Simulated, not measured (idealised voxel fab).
Herein follows the process module entitled voxel gate over fins.
FYI the section here is cut, 225 nm wide, cells are 5 nm squares.
How to read a cross-section here: the picture is a grid of square cells, written as bands going from the top down, and any band can span one or more rows of cells.
Band: top height; bottom height; in nm. Then, left to right: material with width in nm, for each material. "full width": a single material spanning edge to edge. "empty": empty space.
We count height from 0. Below that, the starting wafer is all one material. The lowest band never ends at the bottom but goes on down; see "top 0, no bottom" for how that is written.
Width "30..40": first value at the band's top row of cells, second value at its bottom row, equal change from row to row.
Where the words "no change" appear for a step, the cross-section shows no cell changed by that step; every cell remained as before.
"Enclosed voids" lists enclosed empty spaces (at least 8 cells, no open path upward to the top), each as width x height at distance from the left edge, in nm.
Heads up: the bit after the settings on a step's line is the simulator's remark on that step.
overlay nm: mask right of planned place by this much (step with mask). Neg. = left.

LISTED BELOW ARE THE PROCESS STEPS AS PLANNED
1. RECEIVE,material Si
2. CONFORMAL_DEP,material SiN,thk nm 5
3. PATTERN,tone cover,mask id FINS,material resist,width nm 15,pitch nm 35,thk nm 15,overlay nm 0
4. DIRECTIONAL_ETCH,etch materials SiN,depth nm 5
5. DIRECTIONAL_ETCH,etch materials Si,depth nm 40
6. STRIP,etch materials resist
7. OXIDIZE,depth nm 5
8. FILL_DEP,material SiO2,thk nm 15
9. CMP,height nm 5
10. SELECTIVE_ETCH,etch materials SiO2,depth nm 20
11. STRIP,etch materials SiN
12. CONFORMAL_DEP,material HfO2,thk nm 5
13. CONFORMAL_DEP,material TiN,thk nm 5
14. FILL_DEP,material W,thk nm 15
15. CMP,height nm 20
16. CONFORMAL_DEP,material SiCN,thk nm 5

CROSS-SECTION, INCOMING MATERIAL, AFTER STEP 1
- top 0, no bottom | Si full width
- Enclosed voids: none

END-OF-MODULE CROSS-SECTION OF THE FIRST OF TWO WAFERS, PROCESSED AS PLANNED
- top 25, bottom 20 | SiCN full width
- top 20, bottom 10 | W full width
- top 10, bottom 5 | W (65) | TiN (25) | W (10) | TiN (25) | W (10) | TiN (25) | W (65)
- top 5, bottom 0 | W (65) | TiN (5) | HfO2 (15) | TiN (5) | W (10) | TiN (5) | HfO2 (15) | TiN (5) | W (10) | TiN (5) | HfO2 (15) | TiN (5) | W (65)
- top 0, bottom -5 | W (65) | TiN (5) | HfO2 (5) | Si (5) | HfO2 (5) | TiN (5) | W (10) | TiN (5) | HfO2 (5) | Si (5) | HfO2 (5) | TiN (5) | W (10) | TiN (5) | HfO2 (5) | Si (5) | HfO2 (5) | TiN (5) | W (65)
- top -5, bottom -10 | TiN (70) | HfO2 (5) | Si (5) | HfO2 (5) | TiN (20) | HfO2 (5) | Si (5) | HfO2 (5) | TiN (20) | HfO2 (5) | Si (5) | HfO2 (5) | TiN (70)
- top -10, bottom -15 | HfO2 (75) | Si (5) | HfO2 (30) | Si (5) | HfO2 (30) | Si (5) | HfO2 (75)
- top -15, bottom -45 | SiO2 (75) | Si (5) | SiO2 (30) | Si (5) | SiO2 (30) | Si (5) | SiO2 (75)
- top -45, no bottom | Si full width
- Enclosed voids: none

SECOND WAFER AT THE END: LIKE START, LIKE PLAN, ONE MISTAKE
- top 25, bottom 20 | SiCN full width
- top 20, bottom 10 | W full width
- top 10, bottom 5 | W (65) | TiN (25) | W (10) | TiN (25) | W (10) | TiN (25) | W (65)
- top 5, bottom 0 | W (65) | TiN (5) | HfO2 (15) | TiN (5) | W (10) | TiN (5) | HfO2 (15) | TiN (5) | W (10) | TiN (5) | HfO2 (15) | TiN (5) | W (65)
- top 0, bottom -25 | W (65) | TiN (5) | HfO2 (5) | Si (5) | HfO2 (5) | TiN (5) | W (10) | TiN (5) | HfO2 (5) | Si (5) | HfO2 (5) | TiN (5) | W (10) | TiN (5) | HfO2 (5) | Si (5) | HfO2 (5) | TiN (5) | W (65)
- top -25, bottom -30 | TiN (70) | HfO2 (5) | Si (5) | HfO2 (5) | TiN (20) | HfO2 (5) | Si (5) | HfO2 (5) | TiN (20) | HfO2 (5) | Si (5) | HfO2 (5) | TiN (70)
- top -30, bottom -35 | HfO2 (75) | Si (5) | HfO2 (30) | Si (5) | HfO2 (30) | Si (5) | HfO2 (75)
- top -35, bottom -45 | SiO2 (75) | Si (5) | SiO2 (30) | Si (5) | SiO2 (30) | Si (5) | SiO2 (75)
- top -45, no bottom | Si full width
- Enclosed voids: none
What was done differently from what was planned? twice over, step 10 of the plan was run
The final cell counts differ between the wafers, with the second having more or fewer of some materials than the first: HfO2 +24, SiO2 -168, TiN +24, W +120
